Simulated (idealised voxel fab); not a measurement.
Process module heading - voxel self aligned vias
It is cross-section cut that appears here, measuring 275 nm in width, its square cells being 5 nm in size.
Think of the cross-section as a grid of square cells. We describe it in bands, top to bottom, and each band covers one or more rows of those cells. For a band, the entry starts with two heights in nm, that of the top and then that of the bottom, and carries on with the band's materials in order from left to right, each alongside its width in nm; the word "throughout" beside a single material means it fills the band edge to edge, and "blank" means empty space. Beneath 0, the wafer as received is one material, and that level is where height counting begins. The lowest band goes on downward without a bottom; it is written like "top 0, no bottom". Width spec "30..40" -> top row of cells at first value, bottom row at second value, equal per-row change in between. It should be understood that the words "stayed the same", when stated for a given step, signify that the cross-section underwent no change in any of its cells during that step. Each empty space that has no open way to the top and spans at least 8 cells appears under "Sealed void inventory" as width x height at distance, the distance counted from the left edge, all in nm. Formally, on a step line, whatever follows the settings is a remark that the simulator itself makes on the step. For masked steps, "overlay nm" on the step line gives how far right of plan the mask actually lay; a minus sign means it lay to the left.
Below is the list of planned process steps
1,RECEIVE, material Si
2,CONFORMAL_DEP, material SiO2, thk nm 15
3,CONFORMAL_DEP, material SiCN, thk nm 5
4,DIRECTIONAL_DEP, material SiO2, thk nm 25
5,PATTERN, tone open, mask id LINES, material resist, width nm 25, pitch nm 75, thk nm 15, overlay nm 0
6,DIRECTIONAL_ETCH, etch materials SiO2, depth nm 25
7,STRIP, etch materials resist
8,CONFORMAL_DEP, material TiN, thk nm 5
9,FILL_DEP, material Ru, thk nm 10
10,CMP, height nm 45
11,SELECTIVE_ETCH, etch materials W Ru TiN, depth nm 10
12,FILL_DEP, material SiN, thk nm 5
13,CMP, height nm 45
14,DIRECTIONAL_DEP, material SiO2, thk nm 15
15,PATTERN, tone open, mask id VIAS, material resist, width nm 35, pitch nm 150, thk nm 20, overlay nm 0
16,DIRECTIONAL_ETCH, etch materials SiO2, depth nm 15
17,DIRECTIONAL_ETCH, etch materials SiN, depth nm 10
18,STRIP, etch materials resist
19,CONFORMAL_DEP, material TiN, thk nm 5
20,FILL_DEP, material W, thk nm 5
21,CMP, height nm 60
22,CONFORMAL_DEP, material SiN, thk nm 5
The value of width nm given for step 15 in the plan refers to the first wafer; the wafers vary in this setting and are alike at the start.
The as-received cross-section of the first of several wafers corresponds to the state after step 1
- top 0, no bottom = Si throughout
- Sealed void inventory: none
each wafer at the end: cells of each material gained (+) or lost (-) since it was received, then its closed voids
width nm 35; +18 Ru; +55 SiCN; +65 SiN; +488 SiO2; +57 TiN; +32 W; Sealed void inventory: none
width nm 40; +18 Ru; +55 SiCN; +65 SiN; +482 SiO2; +59 TiN; +36 W; Sealed void inventory: none
width nm 45; +18 Ru; +55 SiCN; +65 SiN; +476 SiO2; +61 TiN; +40 W; Sealed void inventory: none
width nm 50; +18 Ru; +55 SiCN; +65 SiN; +470 SiO2; +63 TiN; +44 W; Sealed void inventory: none
width nm 55; +18 Ru; +55 SiCN; +65 SiN; +464 SiO2; +65 TiN; +48 W; Sealed void inventory: none
width nm 60; +18 Ru; +55 SiCN; +65 SiN; +458 SiO2; +67 TiN; +52 W; Sealed void inventory: none
